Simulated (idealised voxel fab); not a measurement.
Process module in this document: voxel released beams
This is section cut - it's 205 nm across, gridded in 5 nm square cells.
Each cross-section below is a grid of square cells, stated as bands in top-down order, with one or more rows of cells making up each band. Basically the band line says how high the top is and how high the bottom is, in nm, and then what's in it from left to right, every material with its width in nm. Empty space shows up as "empty", and if a single material carries "edge to edge" it runs the full band edge to edge. Below 0: as-received wafer, all one material; heights counted from there. Lowest band: no bottom, goes on down, written "0 nm and below". A width given as "30->40" starts at the first number in the band's top row and ends at the second number in its bottom row, shifting by an equal amount at every step from row to row. "nothing altered" after a step means that no cell of the cross-section changed. "Entrapped void list" enumerates empty spaces isolated from the top, with no open way to it, that contain at least 8 cells, giving each as width x height at distance from the left edge, all three in nm. What comes after the settings on a step's line is commentary from the simulator itself on that step. What "overlay nm" on a step's line means: if the step has a mask, that mask lay this far to the right of its planned place, or, when the value is negative, to the left.

### The planned process steps are enumerated hereunder
1 RECEIVE: material Si
2 CONFORMAL_DEP: material SiN, thk nm 10
3 DIRECTIONAL_DEP: material SiO2, thk nm 15
4 DIRECTIONAL_DEP: material aC, thk nm 10
5 PATTERN: tone open, mask id ANCHOR, material resist, width nm 25, thk nm 30, overlay nm 0
6 DIRECTIONAL_ETCH: etch materials aC, depth nm 10
7 STRIP: etch materials resist
8 DIRECTIONAL_ETCH: etch materials SiO2, depth nm 15
9 STRIP: etch materials aC
10 CONFORMAL_DEP: material W, thk nm 10
11 DIRECTIONAL_DEP: material aC, thk nm 15
12 PATTERN: tone cover, mask id BEAM, material resist, width nm 90, thk nm 35, overlay nm 0
13 DIRECTIONAL_ETCH: etch materials aC, depth nm 15
14 STRIP: etch materials resist
15 DIRECTIONAL_ETCH: etch materials W, depth nm 10
16 STRIP: etch materials aC
17 STRIP: etch materials SiO2

### Run as planned: first of two wafers

### Delivered wafer in cross-section: state after step 1
- 0 nm and below: Si edge to edge
- Entrapped void list: none

### The wafer, seen in cross-section, after step 2
- 10 nm to 0 nm: SiN edge to edge
- Below 0 it's all the same as before, nothing changed down there.

### The wafer, seen in cross-section, after step 3
- 25 nm to 10 nm: SiO2 edge to edge
- Below 10 it's all the same as before, nothing changed down there.

### The wafer, seen in cross-section, after step 4
- 35 nm to 25 nm: aC edge to edge
- Below 25 it's all the same as before, nothing changed down there.

### The wafer, seen in cross-section, after step 5
- 65 nm to 35 nm: resist (60) / empty (25) / resist (120)
- Below 35 it's all the same as before, nothing changed down there.

### The wafer, seen in cross-section, after step 6
- 55 nm to 35 nm: resist (60) / empty (25) / resist (120)
- 35 nm to 25 nm: aC (60) / empty (25) / aC (120)
- Below 25 it's all the same as before, nothing changed down there.

### The wafer, seen in cross-section, after step 7
- 35 nm to 25 nm: aC (60) / empty (25) / aC (120)
- Below 25 it's all the same as before, nothing changed down there.

### The wafer, seen in cross-section, after step 8
- 35 nm to 25 nm: aC (60) / empty (25) / aC (120)
- 25 nm to 10 nm: SiO2 (60) / empty (25) / SiO2 (120)
- Below 10 it's all the same as before, nothing changed down there.

### The wafer, seen in cross-section, after step 9
- 25 nm to 10 nm: SiO2 (60) / empty (25) / SiO2 (120)
- Below 10 it's all the same as before, nothing changed down there.

### The wafer, seen in cross-section, after step 10
- 35 nm to 25 nm: W (70) / empty (5) / W (130)
- 25 nm to 20 nm: SiO2 (60) / W (10) / empty (5) / W (10) / SiO2 (120)
- 20 nm to 10 nm: SiO2 (60) / W (25) / SiO2 (120)
- Below 10 it's all the same as before, nothing changed down there.

### The wafer, seen in cross-section, after step 11
- 50 nm to 35 nm: aC (70) / empty (5) / aC (130)
- 35 nm to 25 nm: W (70) / aC (5) / W (130)
- 25 nm to 20 nm: SiO2 (60) / W (10) / aC (5) / W (10) / SiO2 (120)
- Below 20 it's all the same as before, nothing changed down there.

### The wafer, seen in cross-section, after step 12
- 85 nm to 50 nm: empty (55) / resist (90) / empty (60)
- 50 nm to 35 nm: aC (70) / resist (5) / aC (130)
- Below 35 it's all the same as before, nothing changed down there.

### The wafer, seen in cross-section, after step 13
- 70 nm to 50 nm: empty (55) / resist (90) / empty (60)
- 50 nm to 35 nm: empty (55) / aC (15) / resist (5) / aC (70) / empty (60)
- Below 35 it's all the same as before, nothing changed down there.

### The wafer, seen in cross-section, after step 14
- 50 nm to 35 nm: empty (55) / aC (15) / empty (5) / aC (70) / empty (60)
- Below 35 it's all the same as before, nothing changed down there.

### The wafer, seen in cross-section, after step 15
- 50 nm to 35 nm: empty (55) / aC (15) / empty (5) / aC (70) / empty (60)
- 35 nm to 25 nm: empty (55) / W (15) / aC (5) / W (70) / empty (60)
- Below 25 it's all the same as before, nothing changed down there.

### The wafer, seen in cross-section, after step 16
- 35 nm to 25 nm: empty (55) / W (15) / empty (5) / W (70) / empty (60)
- 25 nm to 20 nm: SiO2 (60) / W (10) / empty (5) / W (10) / SiO2 (120)
- Below 20 it's all the same as before, nothing changed down there.

### The wafer, seen in cross-section, after step 17
- 35 nm to 25 nm: empty (55) / W (15) / empty (5) / W (70) / empty (60)
- 25 nm to 20 nm: empty (60) / W (10) / empty (5) / W (10) / empty (120)
- 20 nm to 10 nm: empty (60) / W (25) / empty (120)
- Below 10 it's all the same as before, nothing changed down there.

### The second wafer began exactly as the first did and followed the same plan, but one mistake was made while running it; through step 11 inclusive, the two wafers are identical

### Second wafer shown in cross-section at the time step 12 was slated to end
- 85 nm to 50 nm: empty (45) / resist (90) / empty (70)
- 50 nm to 35 nm: aC (70) / resist (5) / aC (130)
- Below 35 it's all the same as before, nothing changed down there.

### Second wafer shown in cross-section at the time step 13 was slated to end
- 70 nm to 50 nm: empty (45) / resist (90) / empty (70)
- 50 nm to 35 nm: empty (45) / aC (25) / resist (5) / aC (60) / empty (70)
- Below 35 it's all the same as before, nothing changed down there.

### Second wafer shown in cross-section at the time step 14 was slated to end
- 50 nm to 35 nm: empty (45) / aC (25) / empty (5) / aC (60) / empty (70)
- Below 35 it's all the same as before, nothing changed down there.

### Second wafer shown in cross-section at the time step 15 was slated to end
- 50 nm to 35 nm: empty (45) / aC (25) / empty (5) / aC (60) / empty (70)
- 35 nm to 25 nm: empty (45) / W (25) / aC (5) / W (60) / empty (70)
- Below 25 it's all the same as before, nothing changed down there.

### Second wafer shown in cross-section at the time step 16 was slated to end
- 35 nm to 25 nm: empty (45) / W (25) / empty (5) / W (60) / empty (70)
- 25 nm to 20 nm: SiO2 (60) / W (10) / empty (5) / W (10) / SiO2 (120)
- Below 20 it's all the same as before, nothing changed down there.

### Second wafer shown in cross-section at the time step 17 was slated to end
- 35 nm to 25 nm: empty (45) / W (25) / empty (5) / W (60) / empty (70)
- 25 nm to 20 nm: empty (60) / W (10) / empty (5) / W (10) / empty (120)
- 20 nm to 10 nm: empty (60) / W (25) / empty (120)
- Below 10 it's all the same as before, nothing changed down there.
Deviation from plan: note that step 12 departed from the planned setting and was carried out as PATTERN: tone cover, mask id BEAM, material resist, width nm 90, thk nm 35, overlay nm -10
Same inventory, different map: at the end, the second wafer holds as many cells of each material as the first, placed elsewhere.
